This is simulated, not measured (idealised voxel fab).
Herein follows the process module entitled voxel air gaps.
Xsec cut, 235 nm wide, square cell size 5 nm.
The cross-sections in this document take the form of a grid made of square cells. They are written out as bands, in order from top to bottom. Each band consists of one or more rows of cells. Within each band entry, the heights of the top and of the bottom of the band appear first, in that order and in nm; the materials of the band then follow from left to right, each with its corresponding width in nm. The designation "full width" on a single material indicates that it fills the band from edge to edge; the designation "air" indicates empty space. Convention: height 0 is the level below which the wafer, as received, is all one material. The lowest band does not terminate at the bottom but continues downward, represented as "z 0 and below". Read "30..40" as a graded width: first number on top, second number at the bottom, same change between each pair of neighbouring rows. You'll sometimes find "nothing changed" written for a step, and that's the way of saying that nowhere in the cross-section did a cell change during that step. In the "Closed internal cavities" entry, you get each enclosed empty space of 8 cells or more, one with no open way to the top, written width x height at distance, distance from the left edge, in nm. after a step's settings: what the simulator itself notes on the step. overlay nm: for a step with a mask, the amount by which the mask lay right of where it was planned; a negative amount means left of it.
### Intended process steps
1. RECEIVE: material Si
2. CONFORMAL_DEP: material SiO2, thk nm 10
3. CONFORMAL_DEP: material SiN, thk nm 5
4. DIRECTIONAL_DEP: material SiO2, thk nm 40
5. MASKED_ETCH: tone open, mask id LINES, width nm 25, pitch nm 55, etch materials SiO2, depth nm 40, overlay nm 0
6. CONFORMAL_DEP: material TiN, thk nm 5
7. FILL_DEP: material Ru, thk nm 5
8. CMP: height nm 55
9. EPI: material Ru, thk nm 10
10. SELECTIVE_ETCH: etch materials SiO2, depth nm 50
11. CONFORMAL_DEP: material SiCN, thk nm 5
### Cross-section of the wafer upon arrival, representing the state reached after step 1
> z 0 and below = Si full width
> Closed internal cavities: none
### Figure: cross-sectional view of the wafer upon completion of the module, processed from the initial state and according to the plan depicted above, with one error introduced during execution
> z 70 to 65 = 15 nm air | 220 nm SiCN
> z 65 to 55 = 15 nm air | 5 nm SiCN | 45 nm Ru | 10 nm SiCN | 45 nm Ru | 10 nm SiCN | 45 nm Ru | 10 nm SiCN | 45 nm Ru | 5 nm SiCN
> z 55 to 50 = 15 nm air | 15 nm SiCN | 5 nm TiN | 15 nm Ru | 5 nm TiN | 30 nm SiCN | 5 nm TiN | 15 nm Ru | 5 nm TiN | 30 nm SiCN | 5 nm TiN | 15 nm Ru | 5 nm TiN | 30 nm SiCN | 5 nm TiN | 15 nm Ru | 5 nm TiN | 15 nm SiCN
> z 50 to 20 = 25 nm air | 5 nm SiCN | 5 nm TiN | 15 nm Ru | 5 nm TiN | 5 nm SiCN | 20 nm air | 5 nm SiCN | 5 nm TiN | 15 nm Ru | 5 nm TiN | 5 nm SiCN | 20 nm air | 5 nm SiCN | 5 nm TiN | 15 nm Ru | 5 nm TiN | 5 nm SiCN | 20 nm air | 5 nm SiCN | 5 nm TiN | 15 nm Ru | 5 nm TiN | 5 nm SiCN | 10 nm air
> z 20 to 15 = 30 nm SiCN | 25 nm TiN | 30 nm SiCN | 25 nm TiN | 30 nm SiCN | 25 nm TiN | 30 nm SiCN | 25 nm TiN | 15 nm SiCN
> z 15 to 10 = SiN full width
> z 10 to 0 = SiO2 full width
> z 0 and below = Si full width
> Closed internal cavities: 20 x 30 at 60; 20 x 30 at 115; 20 x 30 at 170; 10 x 30 at 225
Diagnosis: the process deviated at step 5: the operation and settings actually run there were MASKED_ETCH: tone open, mask id LINES, width nm 25, pitch nm 55, etch materials SiO2, depth nm 40, overlay nm 10
